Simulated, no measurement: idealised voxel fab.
process module | voxel wiring stack
We display cut, a cross-section 180 nm in width whose square cells are each 5 nm.
In this document a cross-section is written as a grid of square cells. It is given as a series of bands, listed from the top down, and a band is one or more rows of cells. The band entry comprises the height of the band's top followed by the height of its bottom, expressed in nm, and subsequently the band's materials from left to right, each stated together with its width in nm. Where a single material is marked with the word "edge to edge", that material fills the band from edge to edge. The word "blank" represents empty space. Note: height 0 marks the level under which the wafer is uniformly one material as received. Lowest band unbounded below, written "from 0 down". Quick explanation for "30 to 40": the width changes in equal steps down the rows of cells, from the first number in the band's top row to the second number in its bottom row. What does "nothing changed" mean for a step? It means no cell of the cross-section changed in that step. The entry "Sealed internal voids" lists the empty spaces that cover at least 8 cells and have no open path to the top. Each is written as width x height at distance, where the distance is measured from the left edge and all three values are in nm. Step line, after settings: the simulator's comment on this step. overlay nm: on a step with a mask, how far right of its planned place the mask lay; negative means left.

# This section lists the process steps that were planned
1,RECEIVE with material Si
2,CONFORMAL_DEP with material SiO2, thk nm 10
3,DIRECTIONAL_DEP with material TiN, thk nm 5
4,DIRECTIONAL_DEP with material W, thk nm 20
5,MASKED_ETCH with tone cover, mask id METAL_1, width nm 25, pitch nm 45, etch materials W, depth nm 20, overlay nm 0
6,MASKED_ETCH with tone cover, mask id METAL_1, width nm 25, pitch nm 45, etch materials TiN, depth nm 5, overlay nm 0
7,FILL_DEP with material SiO2, thk nm 5
8,CMP with height nm 35
9,CONFORMAL_DEP with material SiCN, thk nm 5
10,DIRECTIONAL_DEP with material lowk, thk nm 25
11,DIRECTIONAL_DEP with material aC, thk nm 15
12,PATTERN with tone open, mask id METAL_2_HOLES, material resist, width nm 15, pitch nm 45, thk nm 30, overlay nm 0
13,DIRECTIONAL_ETCH with etch materials aC, depth nm 15
14,STRIP with etch materials resist
15,DIRECTIONAL_ETCH with etch materials lowk, depth nm 25
16,STRIP with etch materials aC
17,PATTERN with tone open, mask id METAL_2, material resist, width nm 25, pitch nm 45, thk nm 15, overlay nm 0
18,DIRECTIONAL_ETCH with etch materials lowk, depth nm 15
19,DIRECTIONAL_ETCH with etch materials SiCN, depth nm 5
20,STRIP with etch materials resist
21,CONFORMAL_DEP with material TiN, thk nm 5
22,FILL_DEP with material Cu, thk nm 10
23,CMP with height nm 65
24,CONFORMAL_DEP with material SiCN, thk nm 5
25,DIRECTIONAL_DEP with material SiO2, thk nm 25
26,MASKED_ETCH with tone open, mask id METAL_3_HOLES, width nm 15, pitch nm 45, etch materials SiO2, depth nm 25, overlay nm 0
27,DIRECTIONAL_DEP with material aC, thk nm 15
28,PATTERN with tone open, mask id METAL_3, material resist, width nm 25, pitch nm 45, thk nm 30, overlay nm 0
29,DIRECTIONAL_ETCH with etch materials aC, depth nm 15
30,STRIP with etch materials resist
31,DIRECTIONAL_ETCH with etch materials SiO2, depth nm 15
32,DIRECTIONAL_ETCH with etch materials SiCN, depth nm 5
33,STRIP with etch materials aC
34,CONFORMAL_DEP with material TiN, thk nm 5
35,FILL_DEP with material Cu, thk nm 5
36,CMP with height nm 95
37,CONFORMAL_DEP with material SiCN, thk nm 5

# Cross-section of the wafer at receipt, which is the condition after step 1
  from 0 down  Si edge to edge
  Sealed internal voids: none

# Cross-section at module end, one run error; start and plan unchanged from above
  from 100 to 95  SiCN edge to edge
  from 95 to 85  SiO2 (55) / TiN (5) / Cu (5) / TiN (5) / SiO2 (30) / TiN (5) / Cu (5) / TiN (5) / SiO2 (65)
  from 85 to 80  SiCN (55) / TiN (15) / SiCN (30) / TiN (15) / SiCN (65)
  from 80 to 70  Cu edge to edge
  from 70 to 65  TiN (60) / Cu (15) / TiN (30) / Cu (15) / TiN (60)
  from 65 to 55  lowk (55) / TiN (5) / Cu (15) / TiN (5) / lowk (20) / TiN (5) / Cu (15) / TiN (5) / lowk (55)
  from 55 to 50  lowk (55) / TiN (5) / Cu (5) / TiN (15) / lowk (20) / TiN (5) / Cu (5) / TiN (15) / lowk (55)
  from 50 to 40  lowk (55) / TiN (5) / Cu (5) / TiN (5) / lowk (30) / TiN (5) / Cu (5) / TiN (5) / lowk (65)
  from 40 to 35  SiCN (55) / TiN (15) / SiCN (30) / TiN (15) / SiCN (65)
  from 35 to 15  SiO2 (55) / W (25) / SiO2 (20) / W (25) / SiO2 (55)
  from 15 to 10  SiO2 (55) / TiN (25) / SiO2 (20) / TiN (25) / SiO2 (55)
  from 10 to 0  SiO2 edge to edge
  from 0 down  Si edge to edge
  Sealed internal voids: none
Deviation noted in wafer processing: the plan's step 23 was left out and never carried out
